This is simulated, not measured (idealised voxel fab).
Process module, titled voxel gate over fins
The cross-section on display is named cut; it measures 265 nm wide, and its cells are 5 nm squares.
A cross-section is a grid of square cells, given in bands from the top down. A band is one or more rows of cells.
The band entry comprises the height of the band's top followed by the height of its bottom, expressed in nm, and subsequently the band's materials from left to right, each stated together with its width in nm. Where a single material is marked with the word "all across", that material fills the band from edge to edge. The word "blank" represents empty space.
We count height from 0. Below that, the starting wafer is all one material. The lowest band never ends at the bottom but goes on down; see "0..down" for how that is written.
The two numbers in a width such as "30 to 40" mark its ends across the band: the first belongs to the top row of cells, the second to the bottom row, and from each row to the next the width moves by the same amount.
"no modification" -> step changed no cross-section cell.
The list in "Sealed void listing" covers empty spaces of 8 cells or more that cannot reach the top through any open way, and it gives each as width x height at distance; the distance is from the left edge, and width, height and distance are in nm.
after a step's settings: what the simulator itself notes on the step
Among the settings permitted on a step's line is "overlay nm"; applied to a step with a mask, it specifies the extent to which the mask lay to the right of its planned position, whereas a negative figure signifies a position to the left.

[Here's what the planned process steps look like]
1: RECEIVE: material Si
2: CONFORMAL_DEP: material SiN, thk nm 10
3: DIRECTIONAL_DEP: material aC, thk nm 10
4: PATTERN: tone cover, mask id FINS, material resist, width nm 15, pitch nm 50, thk nm 25, overlay nm 0
5: DIRECTIONAL_ETCH: etch materials aC, depth nm 10
6: STRIP: etch materials resist
7: DIRECTIONAL_ETCH: etch materials SiN, depth nm 10
8: DIRECTIONAL_ETCH: etch materials Si, depth nm 30
9: STRIP: etch materials aC
10: FILL_DEP: material SiO2, thk nm 15
11: CMP: height nm 10
12: PATTERN: tone open, mask id RAIL, material resist, width nm 15, thk nm 20, overlay nm -15
13: DIRECTIONAL_ETCH: etch materials SiO2, depth nm 35
14: STRIP: etch materials resist
15: CONFORMAL_DEP: material TiN, thk nm 5
16: FILL_DEP: material Ru, thk nm 5
17: CMP: height nm 10
18: SELECTIVE_ETCH: etch materials W Ru TiN, depth nm 25
19: FILL_DEP: material SiO2, thk nm 5
20: CMP: height nm 10
21: SELECTIVE_ETCH: etch materials SiO2, depth nm 20
22: STRIP: etch materials SiN
23: CONFORMAL_DEP: material HfO2, thk nm 5
24: CONFORMAL_DEP: material TiN, thk nm 5
25: CONFORMAL_DEP: material TiAl, thk nm 5
26: CONFORMAL_DEP: material TiN, thk nm 5
27: FILL_DEP: material W, thk nm 10
28: CMP: height nm 25
29: CONFORMAL_DEP: material SiN, thk nm 5
The value of overlay nm given for step 12 in the plan refers to the first wafer; the wafers vary in this setting and are alike at the start.

[First wafer of several, as received: cross-section after step 1]
0..down: Si all across
Sealed void listing: none

[The rows of the table below are wafers. Looking at the end of the module, a row counts, for every material, the cells the wafer has gained, shown as (+), or lost, shown as (-), since it was received; its closed voids come next]
overlay nm -15; +65 HfO2; -264 Si; +53 SiN; +172 SiO2; +65 TiAl; +130 TiN; +97 W; Sealed void listing: none
overlay nm -10; +65 HfO2; +1 Ru; -264 Si; +53 SiN; +170 SiO2; +65 TiAl; +131 TiN; +97 W; Sealed void listing: none
overlay nm -5; +65 HfO2; +1 Ru; -264 Si; +53 SiN; +170 SiO2; +65 TiAl; +131 TiN; +97 W; Sealed void listing: none
overlay nm 0; +65 HfO2; +1 Ru; -264 Si; +53 SiN; +170 SiO2; +65 TiAl; +131 TiN; +97 W; Sealed void listing: none
overlay nm 5; +65 HfO2; +1 Ru; -264 Si; +53 SiN; +170 SiO2; +65 TiAl; +131 TiN; +97 W; Sealed void listing: none
overlay nm 10; +65 HfO2; +1 Ru; -264 Si; +53 SiN; +170 SiO2; +65 TiAl; +131 TiN; +97 W; Sealed void listing: none
overlay nm 15; +65 HfO2; -264 Si; +53 SiN; +172 SiO2; +65 TiAl; +130 TiN; +97 W; Sealed void listing: none
